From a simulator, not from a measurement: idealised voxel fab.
Name of the process module below: voxel fin reveal
Cross-section cut spans 215 nm and uses square cells 5 nm in size.
Each cross-section below is a grid of square cells, stated as bands in top-down order, with one or more rows of cells making up each band. The band entry comprises the height of the band's top followed by the height of its bottom, expressed in nm, and subsequently the band's materials from left to right, each stated together with its width in nm. Where a single material is marked with the word "edge to edge", that material fills the band from edge to edge. The word "air" represents empty space. For the purposes of this specification, 0 denotes the height below which the wafer in its as-received condition is composed wholly of one material, and the lowermost band, lacking a lower limit, extends downward without end, as expressed in "0 nm and below". The two numbers in a width such as "30 to 40" mark its ends across the band: the first belongs to the top row of cells, the second to the bottom row, and from each row to the next the width moves by the same amount. Step note "nothing different" = no cross-section cell changed. In the "Enclosed internal cavities" entry, you get each enclosed empty space of 8 cells or more, one with no open way to the top, written width x height at distance, distance from the left edge, in nm. Heads up: the bit after the settings on a step's line is the simulator's remark on that step. Steps that use a mask can have "overlay nm" on their line. It says how far the mask sat to the right of where it was meant to be. Negative means to the left.

-- Listed below are the process steps as planned
1 RECEIVE (material Si)
2 CONFORMAL_DEP (material SiN; thk nm 5)
3 PATTERN (tone cover; mask id FINS; material resist; width nm 15; pitch nm 45; thk nm 15; overlay nm 0)
4 DIRECTIONAL_ETCH (etch materials SiN; depth nm 5)
5 DIRECTIONAL_ETCH (etch materials Si; depth nm 30)
6 STRIP (etch materials resist)
7 FILL_DEP (material SiO2; thk nm 10)
8 CMP (height nm 5)
9 SELECTIVE_ETCH (etch materials SiO2; depth nm 20)
10 STRIP (etch materials SiN)
Variable across wafers: step 3 width nm (plan value is that of the first wafer; starting state common to all).

-- As received, i.e. after step 1: cross-section through the first of several wafers
- 0 nm and below = Si edge to edge
- Enclosed internal cavities: none

-- Take a look at the first of several wafers in cross-section: the module is done, and step 10 was its last step
- 0 nm to -15 nm = air 75 | Si 15 | air 30 | Si 15 | air 80
- -15 nm to -30 nm = SiO2 75 | Si 15 | SiO2 30 | Si 15 | SiO2 80
- -30 nm and below = Si edge to edge
- Enclosed internal cavities: none

-- At the end of the module, the last of several wafers in cross-section
- 0 nm to -15 nm = air 70 | Si 30 | air 15 | Si 30 | air 70
- -15 nm to -30 nm = SiO2 70 | Si 30 | SiO2 15 | Si 30 | SiO2 70
- -30 nm and below = Si edge to edge
- Enclosed internal cavities: none

-- Per-wafer rows below. For each material: cells gained (+) or lost (-) since the wafer was received, as of end of module. Then: closed voids
width nm 15, -222 Si, +111 SiO2, Enclosed internal cavities: none
width nm 20, -210 Si, +105 SiO2, Enclosed internal cavities: none
width nm 25, -198 Si, +99 SiO2, Enclosed internal cavities: none
width nm 30, -186 Si, +93 SiO2, Enclosed internal cavities: none
